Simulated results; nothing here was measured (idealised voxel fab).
process module | voxel transistor to metal
cross-section cut | 280 nm wide | cells 5 nm
A cross-section is a grid of square cells, given in bands from the top down. A band is one or more rows of cells.
Each band's line starts with the height of the band's top and of its bottom, in nm. Then come its materials from left to right, each with its width in nm. One material with "throughout" fills the band from edge to edge. "air" is empty space.
Height 0 is the level under which the wafer as received is all one material. The lowest band goes on downwards, as in "0 down".
A width such as "30 to 40" changes by the same amount from each row of cells to the next, from the band's top row to its bottom row.
"no change" after a step means that no cell of the cross-section changed.
closed voids: empty space of 8 cells or more with no open way to the top, each as width x height at its distance from the left edge, in nm
after a step's settings: what the simulator itself notes on the step
overlay nm, on a step with a mask: how far to the right of its planned place the mask lay; to the left if negative
plan
1 op RECEIVE | material Si
2 op OXIDIZE | depth nm 5
3 op CONFORMAL_DEP | material SiN | thk nm 10
4 op MASKED_ETCH | tone cover | mask id ACTIVE | width nm 110 | pitch nm 140 | etch materials SiN | depth nm 10 | overlay nm 0
5 op MASKED_ETCH | tone cover | mask id ACTIVE | width nm 110 | pitch nm 140 | etch materials SiO2 | depth nm 5 | overlay nm 0
6 op MASKED_ETCH | tone cover | mask id ACTIVE | width nm 110 | pitch nm 140 | etch materials Si | depth nm 25 | overlay nm 0
7 op FILL_DEP | material SiO2 | thk nm 15
8 op CMP | height nm 10
9 op SELECTIVE_ETCH | etch materials SiO2 | depth nm 5
10 op STRIP | etch materials SiN
11 op SELECTIVE_ETCH | etch materials SiO2 | depth nm 5
12 op OXIDIZE | depth nm 5
13 op DIRECTIONAL_DEP | material polySi | thk nm 20
14 op DIRECTIONAL_DEP | material SiCN | thk nm 15
15 op DIRECTIONAL_DEP | material aC | thk nm 10
16 op PATTERN | tone cover | mask id GATE | material resist | width nm 30 | pitch nm 140 | thk nm 30 | overlay nm 0
17 op DIRECTIONAL_ETCH | etch materials aC | depth nm 10
18 op STRIP | etch materials resist
19 op DIRECTIONAL_ETCH | etch materials SiCN | depth nm 25
20 op DIRECTIONAL_ETCH | etch materials polySi | depth nm 30
21 op STRIP | etch materials aC
22 op CONFORMAL_DEP | material SiN | thk nm 10
23 op DIRECTIONAL_ETCH | etch materials SiN | depth nm 10
24 op DIRECTIONAL_ETCH | etch materials SiO2 | depth nm 5
25 op DIRECTIONAL_ETCH | etch materials Si | depth nm 5
26 op EPI | material pSi | thk nm 5
27 op FILL_DEP | material SiO2 | thk nm 5
28 op CMP | height nm 15
29 op STRIP | etch materials polySi
30 op SELECTIVE_ETCH | etch materials SiO2 | depth nm 5
31 op CONFORMAL_DEP | material HfO2 | thk nm 5
32 op CONFORMAL_DEP | material TiN | thk nm 5
33 op FILL_DEP | material W | thk nm 5
34 op CMP | height nm 10
35 op DIRECTIONAL_DEP | material SiO2 | thk nm 15
36 op DIRECTIONAL_DEP | material aC | thk nm 10
37 op PATTERN | tone open | mask id CONTACT | material resist | width nm 20 | thk nm 25 | overlay nm 0
38 op DIRECTIONAL_ETCH | etch materials aC | depth nm 10
39 op STRIP | etch materials resist
40 op DIRECTIONAL_ETCH | etch materials SiO2 | depth nm 35
41 op STRIP | etch materials aC
42 op CONFORMAL_DEP | material TiN | thk nm 5
43 op FILL_DEP | material W | thk nm 10
44 op CMP | height nm 25
45 op CONFORMAL_DEP | material SiN | thk nm 5
46 op DIRECTIONAL_DEP | material SiO2 | thk nm 20
47 op DIRECTIONAL_DEP | material aC | thk nm 15
48 op PATTERN | tone open | mask id METAL_1 | material resist | width nm 20 | thk nm 35 | overlay nm 0
49 op DIRECTIONAL_ETCH | etch materials aC | depth nm 15
50 op STRIP | etch materials resist
51 op DIRECTIONAL_ETCH | etch materials SiO2 | depth nm 20
52 op DIRECTIONAL_ETCH | etch materials SiN | depth nm 5
53 op STRIP | etch materials aC
54 op CONFORMAL_DEP | material TiN | thk nm 5
55 op FILL_DEP | material Cu | thk nm 5
56 op CMP | height nm 50
57 op EPI | material Ru | thk nm 5
58 op FILL_DEP | material SiCN | thk nm 5
59 op DIRECTIONAL_DEP | material lowk | thk nm 30
60 op MASKED_ETCH | tone open | mask id METAL_2_HOLES | width nm 15 | pitch nm 140 | etch materials lowk | depth nm 30 | overlay nm 0
61 op PATTERN | tone open | mask id METAL_2 | material resist | width nm 20 | pitch nm 140 | thk nm 15 | overlay nm 0
62 op DIRECTIONAL_ETCH | etch materials lowk | depth nm 15
63 op DIRECTIONAL_ETCH | etch materials SiCN | depth nm 5
64 op STRIP | etch materials resist
65 op CONFORMAL_DEP | material TiN | thk nm 5
66 op FILL_DEP | material Cu | thk nm 5
67 op CMP | height nm 90
68 op CONFORMAL_DEP | material SiCN | thk nm 5
as received, after step 1
  0 down: Si throughout
  closed voids: none
a wafer at the end: this start, this plan, one mistake
  95 to 90: SiCN throughout
  90 to 85: SiCN 20 | TiN 20 | SiCN 120 | TiN 20 | SiCN 100
  85 to 80: SiCN 15 | lowk 30 | SiCN 50 | lowk 30 | SiCN 30 | lowk 30 | SiCN 50 | lowk 30 | SiCN 15
  80 to 55: lowk throughout
  55 to 50: lowk 15 | Ru 30 | lowk 50 | Ru 30 | lowk 30 | Ru 30 | lowk 50 | Ru 30 | lowk 15
  50 to 30: SiO2 20 | TiN 5 | Cu 10 | TiN 5 | SiO2 60 | TiN 5 | Cu 10 | TiN 5 | SiO2 40 | TiN 5 | Cu 10 | TiN 5 | SiO2 60 | TiN 5 | Cu 10 | TiN 5 | SiO2 20
  30 to 25: SiN 20 | TiN 20 | SiN 60 | TiN 20 | SiN 40 | TiN 20 | SiN 60 | TiN 20 | SiN 20
  25 to 10: SiO2 20 | TiN 5 | W 10 | TiN 5 | SiO2 60 | TiN 5 | W 10 | TiN 5 | SiO2 40 | TiN 5 | W 10 | TiN 5 | SiO2 60 | TiN 5 | W 10 | TiN 5 | SiO2 20
  10 to 0: SiO2 20 | TiN 5 | W 10 | TiN 5 | SiO2 5 | SiN 10 | HfO2 5 | TiN 5 | W 10 | TiN 5 | HfO2 5 | SiN 10 | SiO2 5 | TiN 5 | W 10 | TiN 5 | SiO2 40 | TiN 5 | W 10 | TiN 5 | SiO2 5 | SiN 10 | HfO2 5 | TiN 5 | W 10 | TiN 5 | HfO2 5 | SiN 10 | SiO2 5 | TiN 5 | W 10 | TiN 5 | SiO2 20
  0 to -5: SiO2 10 | SiN 10 | TiN 10 | W 5 | TiN 5 | SiO2 5 | SiN 10 | HfO2 5 | TiN 20 | HfO2 5 | SiN 10 | SiO2 5 | TiN 5 | W 5 | TiN 10 | SiN 10 | SiO2 20 | SiN 10 | TiN 10 | W 5 | TiN 5 | SiO2 5 | SiN 10 | HfO2 5 | TiN 20 | HfO2 5 | SiN 10 | SiO2 5 | TiN 5 | W 5 | TiN 10 | SiN 10 | SiO2 10
  -5 to -10: SiO2 20 | pSi 5 | TiN 15 | pSi 5 | SiO2 5 | HfO2 40 | SiO2 5 | pSi 5 | TiN 15 | pSi 5 | SiO2 40 | pSi 5 | TiN 15 | pSi 5 | SiO2 5 | HfO2 40 | SiO2 5 | pSi 5 | TiN 15 | pSi 5 | SiO2 20
  -10 to -15: SiO2 15 | Si 5 | pSi 25 | Si 50 | pSi 25 | Si 5 | SiO2 30 | Si 5 | pSi 25 | Si 50 | pSi 25 | Si 5 | SiO2 15
  -15 to -30: SiO2 15 | Si 110 | SiO2 30 | Si 110 | SiO2 15
  -30 down: Si throughout
  closed voids: none
what went wrong: steps 58 and 59 were swapped
